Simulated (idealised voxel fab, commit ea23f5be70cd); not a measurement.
Herein follows the process module entitled voxel double patterning.
Section cut is 295 nm wide and gridded with 5 nm square cells.
Cross-section, as written here: a square-cell grid given band by band from the top down, where a band holds one or more rows of cells. Top height, bottom height, nm. Materials left to right, width each, nm. Single material + "everywhere" = fills band edge to edge. "empty" = empty. Where do heights start? At 0: under that level the wafer as delivered is made of one material only. And the lowest band has no floor; it just carries on downward, as in "0 down". The notation "30..40" denotes a width that varies across the rows of cells in the band, beginning at the first number in the top row, finishing at the second number in the bottom row, and changing by an identical amount from each row to the next. No cell of the cross-section changed in a step that is given as "stayed the same". If an empty space has no open way to the top and is at least 8 cells in size, "Closed-off voids" lists it, written width x height at distance, where distance is measured from the left edge and every value is in nm. What comes after the settings on a step's line is commentary from the simulator itself on that step. The "overlay nm" setting may appear on a step's line; for a step that uses a mask, it gives how far to the right of its planned position the mask lay, and a negative value indicates the left. For the reader: what remains of this document is a series of pairs, each showing a cross-section before one process step and a cross-section after that step which reaches down only to the lowest band that changed, with the step between them and its settings set out under the pair. It should not be assumed that a pair continues from the pair above it; the pairs can come from different runs of this module on the same starting wafer, and such continuity exists only where the entry headed "Pre-step profile" says so.
[Pre-step profile]
  0 down | Si everywhere
  Closed-off voids: none
[Step Result]
  5 to 0 | SiN everywhere
  Heights below 0 show no change.
  Closed-off voids: none
What was done to get from the upper cross-section to the lower one? CONFORMAL_DEP [material SiN] [thk nm 5]
Pre-step profile: this step begins from the cross-section that the pair just above shows after its step.
[Step Result]
  20 to 5 | SiO2 everywhere
  Heights below 5 show no change.
  Closed-off voids: none
What was done to get from the upper cross-section to the lower one? DIRECTIONAL_DEP [material SiO2] [thk nm 15]
Pre-step profile: this step begins from the cross-section that the pair just above shows after its step.
[Step Result]
  30 to 20 | SiCN everywhere
  Heights below 20 show no change.
  Closed-off voids: none
What was done to get from the upper cross-section to the lower one? DIRECTIONAL_DEP [material SiCN] [thk nm 10]
Pre-step profile: this step begins from the cross-section that the pair just above shows after its step.
[Step Result]
  30 to 20 | SiCN 115 nm; empty 15 nm; SiCN 35 nm; empty 15 nm; SiCN 115 nm
  Heights below 20 show no change.
  Closed-off voids: none
What was done to get from the upper cross-section to the lower one? MASKED_ETCH [tone open] [mask id FIRST] [width nm 15] [pitch nm 50] [etch materials SiCN] [depth nm 10] [overlay nm 0]
Pre-step profile: this step begins from the cross-section that the pair just above shows after its step.
[Step Result]
  30 to 20 | SiCN 115 nm; empty 15 nm; SiCN 10 nm; empty 15 nm; SiCN 10 nm; empty 15 nm; SiCN 115 nm
  Heights below 20 show no change.
  Closed-off voids: none
What was done to get from the upper cross-section to the lower one? MASKED_ETCH [tone open] [mask id SECOND] [width nm 15] [etch materials SiCN] [depth nm 10] [overlay nm 0]
Pre-step profile: this step begins from the cross-section that the pair just above shows after its step.
[Step Result]
  30 to 20 | SiCN 115 nm; empty 15 nm; SiCN 10 nm; empty 15 nm; SiCN 10 nm; empty 15 nm; SiCN 115 nm
  20 to 5 | SiO2 115 nm; empty 15 nm; SiO2 10 nm; empty 15 nm; SiO2 10 nm; empty 15 nm; SiO2 115 nm
  Heights below 5 show no change.
  Closed-off voids: none
What was done to get from the upper cross-section to the lower one? DIRECTIONAL_ETCH [etch materials SiO2] [depth nm 15]
Pre-step profile: this step begins from the cross-section that the pair just above shows after its step.
[Step Result]
  20 to 5 | SiO2 115 nm; empty 15 nm; SiO2 10 nm; empty 15 nm; SiO2 10 nm; empty 15 nm; SiO2 115 nm
  Heights below 5 show no change.
  Closed-off voids: none
What was done to get from the upper cross-section to the lower one? STRIP [etch materials SiCN]
[Pre-step profile]
  20 to 5 | SiO2 everywhere
  5 to 0 | SiN everywhere
  0 down | Si everywhere
  Closed-off voids: none
[Step Result]
  35 to 5 | SiO2 everywhere
  Heights below 5 show no change.
  Closed-off voids: none
What was done to get from the upper cross-section to the lower one? DIRECTIONAL_DEP [material SiO2] [thk nm 15]
Pre-step profile: this step begins from the cross-section that the pair just above shows after its step.
[Step Result]
  45 to 35 | SiCN everywhere
  Heights below 35 show no change.
  Closed-off voids: none
What was done to get from the upper cross-section to the lower one? DIRECTIONAL_DEP [material SiCN] [thk nm 10]
Pre-step profile: this step begins from the cross-section that the pair just above shows after its step.
[Step Result]
  45 to 35 | SiCN 115 nm; empty 15 nm; SiCN 35 nm; empty 15 nm; SiCN 115 nm
  Heights below 35 show no change.
  Closed-off voids: none
What was done to get from the upper cross-section to the lower one? MASKED_ETCH [tone open] [mask id FIRST] [width nm 15] [pitch nm 50] [etch materials SiCN] [depth nm 10] [overlay nm 0]
Pre-step profile: this step begins from the cross-section that the pair just above shows after its step.
[Step Result]
  45 to 35 | SiCN 115 nm; empty 15 nm; SiCN 10 nm; empty 15 nm; SiCN 10 nm; empty 15 nm; SiCN 115 nm
  Heights below 35 show no change.
  Closed-off voids: none
What was done to get from the upper cross-section to the lower one? MASKED_ETCH [tone open] [mask id SECOND] [width nm 15] [etch materials SiCN] [depth nm 10] [overlay nm 0]
Pre-step profile: this step begins from the cross-section that the pair just above shows after its step.
[Step Result]
  45 to 35 | SiCN 115 nm; empty 15 nm; SiCN 10 nm; empty 15 nm; SiCN 10 nm; empty 15 nm; SiCN 115 nm
  35 to 20 | SiO2 115 nm; empty 15 nm; SiO2 10 nm; empty 15 nm; SiO2 10 nm; empty 15 nm; SiO2 115 nm
  Heights below 20 show no change.
  Closed-off voids: none
What was done to get from the upper cross-section to the lower one? DIRECTIONAL_ETCH [etch materials SiO2] [depth nm 15]
Pre-step profile: this step begins from the cross-section that the pair just above shows after its step.
[Step Result]
  35 to 20 | SiO2 115 nm; empty 15 nm; SiO2 10 nm; empty 15 nm; SiO2 10 nm; empty 15 nm; SiO2 115 nm
  Heights below 20 show no change.
  Closed-off voids: none
What was done to get from the upper cross-section to the lower one? STRIP [etch materials SiCN]
[Pre-step profile]
  0 down | Si everywhere
  Closed-off voids: none
[Step Result]
  15 to 0 | SiO2 everywhere
  Heights below 0 show no change.
  Closed-off voids: none
What was done to get from the upper cross-section to the lower one? DIRECTIONAL_DEP [material SiO2] [thk nm 15]
Pre-step profile: this step begins from the cross-section that the pair just above shows after its step.
[Step Result]
  20 to 15 | SiN everywhere
  Heights below 15 show no change.
  Closed-off voids: none
What was done to get from the upper cross-section to the lower one? CONFORMAL_DEP [material SiN] [thk nm 5]
Pre-step profile: this step begins from the cross-section that the pair just above shows after its step.
[Step Result]
  30 to 20 | SiCN everywhere
  Heights below 20 show no change.
  Closed-off voids: none
What was done to get from the upper cross-section to the lower one? DIRECTIONAL_DEP [material SiCN] [thk nm 10]
Pre-step profile: this step begins from the cross-section that the pair just above shows after its step.
[Step Result]
  30 to 20 | SiCN 115 nm; empty 15 nm; SiCN 35 nm; empty 15 nm; SiCN 115 nm
  Heights below 20 show no change.
  Closed-off voids: none
What was done to get from the upper cross-section to the lower one? MASKED_ETCH [tone open] [mask id FIRST] [width nm 15] [pitch nm 50] [etch materials SiCN] [depth nm 10] [overlay nm 0]
Pre-step profile: this step begins from the cross-section that the pair just above shows after its step.
[Step Result]
  30 to 20 | SiCN 115 nm; empty 15 nm; SiCN 10 nm; empty 15 nm; SiCN 10 nm; empty 15 nm; SiCN 115 nm
  Heights below 20 show no change.
  Closed-off voids: none
What was done to get from the upper cross-section to the lower one? MASKED_ETCH [tone open] [mask id SECOND] [width nm 15] [etch materials SiCN] [depth nm 10] [overlay nm 0]
Pre-step profile: this step begins from the cross-section that the pair just above shows after its step.
[Step Result]
  20 to 15 | SiN everywhere
  Heights below 15 show no change.
  Closed-off voids: none
What was done to get from the upper cross-section to the lower one? STRIP [etch materials SiCN]
[Pre-step profile]
  0 down | Si everywhere
  Closed-off voids: none
[Step Result]
  15 to 0 | SiN everywhere
  Heights below 0 show no change.
  Closed-off voids: none
What was done to get from the upper cross-section to the lower one? CONFORMAL_DEP [material SiN] [thk nm 15]
Pre-step profile: this step begins from the cross-section that the pair just above shows after its step.
[Step Result]
  30 to 15 | SiO2 everywhere
  Heights below 15 show no change.
  Closed-off voids: none
What was done to get from the upper cross-section to the lower one? DIRECTIONAL_DEP [material SiO2] [thk nm 15]
Pre-step profile: this step begins from the cross-section that the pair just above shows after its step.
[Step Result]
  40 to 30 | SiCN everywhere
  Heights below 30 show no change.
  Closed-off voids: none
What was done to get from the upper cross-section to the lower one? DIRECTIONAL_DEP [material SiCN] [thk nm 10]
Pre-step profile: this step begins from the cross-section that the pair just above shows after its step.
[Step Result]
  40 to 30 | SiCN 115 nm; empty 15 nm; SiCN 35 nm; empty 15 nm; SiCN 115 nm
  Heights below 30 show no change.
  Closed-off voids: none
What was done to get from the upper cross-section to the lower one? MASKED_ETCH [tone open] [mask id FIRST] [width nm 15] [pitch nm 50] [etch materials SiCN] [depth nm 10] [overlay nm 0]
Pre-step profile: this step begins from the cross-section that the pair just above shows after its step.
[Step Result]
  40 to 30 | SiCN 115 nm; empty 15 nm; SiCN 10 nm; empty 15 nm; SiCN 10 nm; empty 15 nm; SiCN 115 nm
  Heights below 30 show no change.
  Closed-off voids: none
What was done to get from the upper cross-section to the lower one? MASKED_ETCH [tone open] [mask id SECOND] [width nm 15] [etch materials SiCN] [depth nm 10] [overlay nm 0]
Pre-step profile: this step begins from the cross-section that the pair just above shows after its step.
[Step Result]
  40 to 30 | SiCN 115 nm; empty 15 nm; SiCN 10 nm; empty 15 nm; SiCN 10 nm; empty 15 nm; SiCN 115 nm
  30 to 15 | SiO2 115 nm; empty 15 nm; SiO2 10 nm; empty 15 nm; SiO2 10 nm; empty 15 nm; SiO2 115 nm
  Heights below 15 show no change.
  Closed-off voids: none
What was done to get from the upper cross-section to the lower one? DIRECTIONAL_ETCH [etch materials SiO2] [depth nm 15]
Pre-step profile: this step begins from the cross-section that the pair just above shows after its step.
[Step Result]
  30 to 15 | SiO2 115 nm; empty 15 nm; SiO2 10 nm; empty 15 nm; SiO2 10 nm; empty 15 nm; SiO2 115 nm
  Heights below 15 show no change.
  Closed-off voids: none
What was done to get from the upper cross-section to the lower one? STRIP [etch materials SiCN]
[Pre-step profile]
  30 to 20 | SiCN 115 nm; empty 15 nm; SiCN 35 nm; empty 15 nm; SiCN 115 nm
  20 to 5 | SiO2 everywhere
  5 to 0 | SiN everywhere
  0 down | Si everywhere
  Closed-off voids: none
[Step Result]
  30 to 20 | SiCN 115 nm; empty 15 nm; SiCN 5 nm; empty 25 nm; SiCN 5 nm; empty 15 nm; SiCN 115 nm
  Heights below 20 show no change.
  Closed-off voids: none
What was done to get from the upper cross-section to the lower one? MASKED_ETCH [tone open] [mask id SECOND] [width nm 25] [etch materials SiCN] [depth nm 10] [overlay nm 0]
Pre-step profile: this step begins from the cross-section that the pair just above shows after its step.
[Step Result]
  30 to 20 | SiCN 115 nm; empty 15 nm; SiCN 5 nm; empty 25 nm; SiCN 5 nm; empty 15 nm; SiCN 115 nm
  20 to 5 | SiO2 115 nm; empty 15 nm; SiO2 5 nm; empty 25 nm; SiO2 5 nm; empty 15 nm; SiO2 115 nm
  Heights below 5 show no change.
  Closed-off voids: none
What was done to get from the upper cross-section to the lower one? DIRECTIONAL_ETCH [etch materials SiO2] [depth nm 15]
Pre-step profile: this step begins from the cross-section that the pair just above shows after its step.
[Step Result]
  20 to 5 | SiO2 115 nm; empty 15 nm; SiO2 5 nm; empty 25 nm; SiO2 5 nm; empty 15 nm; SiO2 115 nm
  Heights below 5 show no change.
  Closed-off voids: none
What was done to get from the upper cross-section to the lower one? STRIP [etch materials SiCN]
[Pre-step profile]
  30 to 20 | SiCN everywhere
  20 to 5 | SiO2 everywhere
  5 to 0 | SiN everywhere
  0 down | Si everywhere
  Closed-off voids: none
[Step Result]
  30 to 20 | SiCN 120 nm; empty 15 nm; SiCN 35 nm; empty 15 nm; SiCN 110 nm
  Heights below 20 show no change.
  Closed-off voids: none
What was done to get from the upper cross-section to the lower one? MASKED_ETCH [tone open] [mask id FIRST] [width nm 15] [pitch nm 50] [etch materials SiCN] [depth nm 10] [overlay nm 5]
Pre-step profile: this step begins from the cross-section that the pair just above shows after its step.
[Step Result]
  30 to 20 | SiCN 120 nm; empty 15 nm; SiCN 5 nm; empty 15 nm; SiCN 15 nm; empty 15 nm; SiCN 110 nm
  Heights below 20 show no change.
  Closed-off voids: none
What was done to get from the upper cross-section to the lower one? MASKED_ETCH [tone open] [mask id SECOND] [width nm 15] [etch materials SiCN] [depth nm 10] [overlay nm 0]
Pre-step profile: this step begins from the cross-section that the pair just above shows after its step.
[Step Result]
  30 to 20 | SiCN 120 nm; empty 15 nm; SiCN 5 nm; empty 15 nm; SiCN 15 nm; empty 15 nm; SiCN 110 nm
  20 to 5 | SiO2 120 nm; empty 15 nm; SiO2 5 nm; empty 15 nm; SiO2 15 nm; empty 15 nm; SiO2 110 nm
  Heights below 5 show no change.
  Closed-off voids: none
What was done to get from the upper cross-section to the lower one? DIRECTIONAL_ETCH [etch materials SiO2] [depth nm 15]
Pre-step profile: this step begins from the cross-section that the pair just above shows after its step.
[Step Result]
  20 to 5 | SiO2 120 nm; empty 15 nm; SiO2 5 nm; empty 15 nm; SiO2 15 nm; empty 15 nm; SiO2 110 nm
  Heights below 5 show no change.
  Closed-off voids: none
What was done to get from the upper cross-section to the lower one? STRIP [etch materials SiCN]
[Pre-step profile]
  0 down | Si everywhere
  Closed-off voids: none
[Step Result]
  5 to 0 | SiO2 everywhere
  Heights below 0 show no change.
  Closed-off voids: none
What was done to get from the upper cross-section to the lower one? CONFORMAL_DEP [material SiO2] [thk nm 5]
Pre-step profile: this step begins from the cross-section that the pair just above shows after its step.
[Step Result]
  20 to 0 | SiO2 everywhere
  Heights below 0 show no change.
  Closed-off voids: none
What was done to get from the upper cross-section to the lower one? DIRECTIONAL_DEP [material SiO2] [thk nm 15]
Pre-step profile: this step begins from the cross-section that the pair just above shows after its step.
[Step Result]
  30 to 20 | SiCN everywhere
  Heights below 20 show no change.
  Closed-off voids: none
What was done to get from the upper cross-section to the lower one? DIRECTIONAL_DEP [material SiCN] [thk nm 10]
Pre-step profile: this step begins from the cross-section that the pair just above shows after its step.
[Step Result]
  30 to 20 | SiCN 115 nm; empty 15 nm; SiCN 35 nm; empty 15 nm; SiCN 115 nm
  Heights below 20 show no change.
  Closed-off voids: none
What was done to get from the upper cross-section to the lower one? MASKED_ETCH [tone open] [mask id FIRST] [width nm 15] [pitch nm 50] [etch materials SiCN] [depth nm 10] [overlay nm 0]
Pre-step profile: this step begins from the cross-section that the pair just above shows after its step.
[Step Result]
  30 to 20 | SiCN 115 nm; empty 15 nm; SiCN 10 nm; empty 15 nm; SiCN 10 nm; empty 15 nm; SiCN 115 nm
  Heights below 20 show no change.
  Closed-off voids: none
What was done to get from the upper cross-section to the lower one? MASKED_ETCH [tone open] [mask id SECOND] [width nm 15] [etch materials SiCN] [depth nm 10] [overlay nm 0]
Pre-step profile: this step begins from the cross-section that the pair just above shows after its step.
[Step Result]
  30 to 20 | SiCN 115 nm; empty 15 nm; SiCN 10 nm; empty 15 nm; SiCN 10 nm; empty 15 nm; SiCN 115 nm
  20 to 5 | SiO2 115 nm; empty 15 nm; SiO2 10 nm; empty 15 nm; SiO2 10 nm; empty 15 nm; SiO2 115 nm
  Heights below 5 show no change.
  Closed-off voids: none
What was done to get from the upper cross-section to the lower one? DIRECTIONAL_ETCH [etch materials SiO2] [depth nm 15]
Pre-step profile: this step begins from the cross-section that the pair just above shows after its step.
[Step Result]
  20 to 5 | SiO2 115 nm; empty 15 nm; SiO2 10 nm; empty 15 nm; SiO2 10 nm; empty 15 nm; SiO2 115 nm
  Heights below 5 show no change.
  Closed-off voids: none
What was done to get from the upper cross-section to the lower one? STRIP [etch materials SiCN]
[Pre-step profile]
  30 to 20 | SiCN everywhere
  20 to 5 | SiO2 everywhere
  5 to 0 | SiN everywhere
  0 down | Si everywhere
  Closed-off voids: none
[Step Result]
  30 to 20 | empty 115 nm; SiCN 15 nm; empty 35 nm; SiCN 15 nm; empty 115 nm
  Heights below 20 show no change.
  Closed-off voids: none
What was done to get from the upper cross-section to the lower one? MASKED_ETCH [tone cover] [mask id FIRST] [width nm 15] [pitch nm 50] [etch materials SiCN] [depth nm 10] [overlay nm 0]
Pre-step profile: this step begins from the cross-section that the pair just above shows after its step.
[Step Result]
  30 to 20 | empty 115 nm; SiCN 15 nm; empty 35 nm; SiCN 15 nm; empty 115 nm
  20 to 5 | empty 115 nm; SiO2 15 nm; empty 35 nm; SiO2 15 nm; empty 115 nm
  Heights below 5 show no change.
  Closed-off voids: none
What was done to get from the upper cross-section to the lower one? DIRECTIONAL_ETCH [etch materials SiO2] [depth nm 15]
Pre-step profile: this step begins from the cross-section that the pair just above shows after its step.
[Step Result]
  20 to 5 | empty 115 nm; SiO2 15 nm; empty 35 nm; SiO2 15 nm; empty 115 nm
  Heights below 5 show no change.
  Closed-off voids: none
What was done to get from the upper cross-section to the lower one? STRIP [etch materials SiCN]
